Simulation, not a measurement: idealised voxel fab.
Process module in this document: voxel ribs on slabs
Shown is cross-section cut, with a width of 225 nm and square cells of size 5 nm.
Notation: cross-section as square-cell grid; stated in bands, top first, going down; one or more cell rows per band.
Heights first: top, then bottom, in nm. Then materials, left to right, each with a width in nm. "throughout" on a single material: fills the band edge to edge. "empty": empty space.
All heights in this document are referenced to 0, defined as the level beneath which the wafer, as received, consists entirely of one material. The lowest band is not bounded below; it extends indefinitely downward and is written in the form "from 0 down".
A width such as "30..40" changes by the same amount from each row of cells to the next, from the band's top row to its bottom row.
No cell of the cross-section changed in a step that is given as "left unchanged".
"closed voids" lists enclosed empty spaces (at least 8 cells, no open path upward to the top), each as width x height at distance from the left edge, in nm.
It should be noted that, on the line of a given step, the content following the step's settings is a remark produced by the simulator itself with respect to that step.
overlay nm: on a step with a mask, how far right of its planned place the mask lay; negative means left.

[Listed below are the process steps as planned]
1. RECEIVE,material Si
2. DIRECTIONAL_DEP,material SiO2,thk nm 25
3. DIRECTIONAL_DEP,material SiN,thk nm 15
4. DIRECTIONAL_DEP,material aC,thk nm 15
5. PATTERN,tone cover,mask id RIB,material resist,width nm 15,thk nm 35,overlay nm 0
6. DIRECTIONAL_ETCH,etch materials aC,depth nm 15
7. STRIP,etch materials resist
8. DIRECTIONAL_ETCH,etch materials SiN,depth nm 10
9. STRIP,etch materials aC
10. MASKED_ETCH,tone cover,mask id SLAB,width nm 55,etch materials SiN,depth nm 5,overlay nm 0
11. FILL_DEP,material SiO2,thk nm 20
12. CMP,height nm 55
13. DIRECTIONAL_DEP,material TiN,thk nm 5
14. PATTERN,tone cover,mask id HEATER,material resist,width nm 25,thk nm 20,overlay nm 0
15. DIRECTIONAL_ETCH,etch materials TiN,depth nm 5
16. STRIP,etch materials resist
17. CONFORMAL_DEP,material SiN,thk nm 10

[The first of the two wafers, which ran as planned]

[As-received state of the wafer in cross-section, equivalent to post-step 1]
    from 0 down  Si throughout
    closed voids: none

[Wafer xsec, post step 2]
    from 25 to 0  SiO2 throughout
    Rest of section, below 0: as before.

[Wafer xsec, post step 3]
    from 40 to 25  SiN throughout
    Rest of section, below 25: as before.

[Wafer xsec, post step 4]
    from 55 to 40  aC throughout
    Rest of section, below 40: as before.

[Wafer xsec, post step 5]
    from 90 to 55  empty 105 nm; resist 15 nm; empty 105 nm
    Rest of section, below 55: as before.

[Wafer xsec, post step 6]
    from 75 to 55  empty 105 nm; resist 15 nm; empty 105 nm
    from 55 to 40  empty 105 nm; aC 15 nm; empty 105 nm
    Rest of section, below 40: as before.

[Wafer xsec, post step 7]
    from 55 to 40  empty 105 nm; aC 15 nm; empty 105 nm
    Rest of section, below 40: as before.

[Wafer xsec, post step 8]
    from 55 to 40  empty 105 nm; aC 15 nm; empty 105 nm
    from 40 to 30  empty 105 nm; SiN 15 nm; empty 105 nm
    Rest of section, below 30: as before.

[Wafer xsec, post step 9]
    from 40 to 30  empty 105 nm; SiN 15 nm; empty 105 nm
    Rest of section, below 30: as before.

[Wafer xsec, post step 10]
    from 40 to 30  empty 105 nm; SiN 15 nm; empty 105 nm
    from 30 to 25  empty 85 nm; SiN 55 nm; empty 85 nm
    Rest of section, below 25: as before.

[Wafer xsec, post step 11]
    from 60 to 40  SiO2 throughout
    from 40 to 30  SiO2 105 nm; SiN 15 nm; SiO2 105 nm
    from 30 to 25  SiO2 85 nm; SiN 55 nm; SiO2 85 nm
    Rest of section, below 25: as before.

[Wafer xsec, post step 12]
    from 55 to 40  SiO2 throughout
    Rest of section, below 40: as before.

[Wafer xsec, post step 13]
    from 60 to 55  TiN throughout
    Rest of section, below 55: as before.

[Wafer xsec, post step 14]
    from 80 to 60  empty 100 nm; resist 25 nm; empty 100 nm
    Rest of section, below 60: as before.

[Wafer xsec, post step 15]
    from 80 to 60  empty 100 nm; resist 25 nm; empty 100 nm
    from 60 to 55  empty 100 nm; TiN 25 nm; empty 100 nm
    Rest of section, below 55: as before.

[Wafer xsec, post step 16]
    from 60 to 55  empty 100 nm; TiN 25 nm; empty 100 nm
    Rest of section, below 55: as before.

[Wafer xsec, post step 17]
    from 70 to 65  empty 90 nm; SiN 45 nm; empty 90 nm
    from 65 to 60  SiN throughout
    from 60 to 55  SiN 100 nm; TiN 25 nm; SiN 100 nm
    Rest of section, below 55: as before.

[The second wafer: identical to the first at the outset and in its planned sequence, differing only in that one mistake was made during processing; up to and including step 4, its path is the first wafer's path]

[Cross-section of the second wafer when, according to plan, step 5 should have finished]
    from 90 to 55  empty 95 nm; resist 15 nm; empty 115 nm
    Rest of section, below 55: as before.

[Cross-section of the second wafer when, according to plan, step 6 should have finished]
    from 75 to 55  empty 95 nm; resist 15 nm; empty 115 nm
    from 55 to 40  empty 95 nm; aC 15 nm; empty 115 nm
    Rest of section, below 40: as before.

[Cross-section of the second wafer when, according to plan, step 7 should have finished]
    from 55 to 40  empty 95 nm; aC 15 nm; empty 115 nm
    Rest of section, below 40: as before.

[Cross-section of the second wafer when, according to plan, step 8 should have finished]
    from 55 to 40  empty 95 nm; aC 15 nm; empty 115 nm
    from 40 to 30  empty 95 nm; SiN 15 nm; empty 115 nm
    Rest of section, below 30: as before.

[Cross-section of the second wafer when, according to plan, step 9 should have finished]
    from 40 to 30  empty 95 nm; SiN 15 nm; empty 115 nm
    Rest of section, below 30: as before.

[Cross-section of the second wafer when, according to plan, step 10 should have finished]
    from 40 to 30  empty 95 nm; SiN 15 nm; empty 115 nm
    from 30 to 25  empty 85 nm; SiN 55 nm; empty 85 nm
    Rest of section, below 25: as before.

[Cross-section of the second wafer when, according to plan, step 11 should have finished]
    from 60 to 40  SiO2 throughout
    from 40 to 30  SiO2 95 nm; SiN 15 nm; SiO2 115 nm
    from 30 to 25  SiO2 85 nm; SiN 55 nm; SiO2 85 nm
    Rest of section, below 25: as before.

[Cross-section of the second wafer when, according to plan, step 12 should have finished]
    from 55 to 40  SiO2 throughout
    Rest of section, below 40: as before.

[Cross-section of the second wafer when, according to plan, step 13 should have finished]
    from 60 to 55  TiN throughout
    Rest of section, below 55: as before.

[Cross-section of the second wafer when, according to plan, step 14 should have finished]
    from 80 to 60  empty 100 nm; resist 25 nm; empty 100 nm
    Rest of section, below 60: as before.

[Cross-section of the second wafer when, according to plan, step 15 should have finished]
    from 80 to 60  empty 100 nm; resist 25 nm; empty 100 nm
    from 60 to 55  empty 100 nm; TiN 25 nm; empty 100 nm
    Rest of section, below 55: as before.

[Cross-section of the second wafer when, according to plan, step 16 should have finished]
    from 60 to 55  empty 100 nm; TiN 25 nm; empty 100 nm
    Rest of section, below 55: as before.

[Cross-section of the second wafer when, according to plan, step 17 should have finished]
    from 70 to 65  empty 90 nm; SiN 45 nm; empty 90 nm
    from 65 to 60  SiN throughout
    from 60 to 55  SiN 100 nm; TiN 25 nm; SiN 100 nm
    Rest of section, below 55: as before.
Diagnosis: for step 5, the planned setting was not used; the step was instead run as PATTERN,tone cover,mask id RIB,material resist,width nm 15,thk nm 35,overlay nm -10
Final state: per-material cell counts identical on both wafers; locations differ.
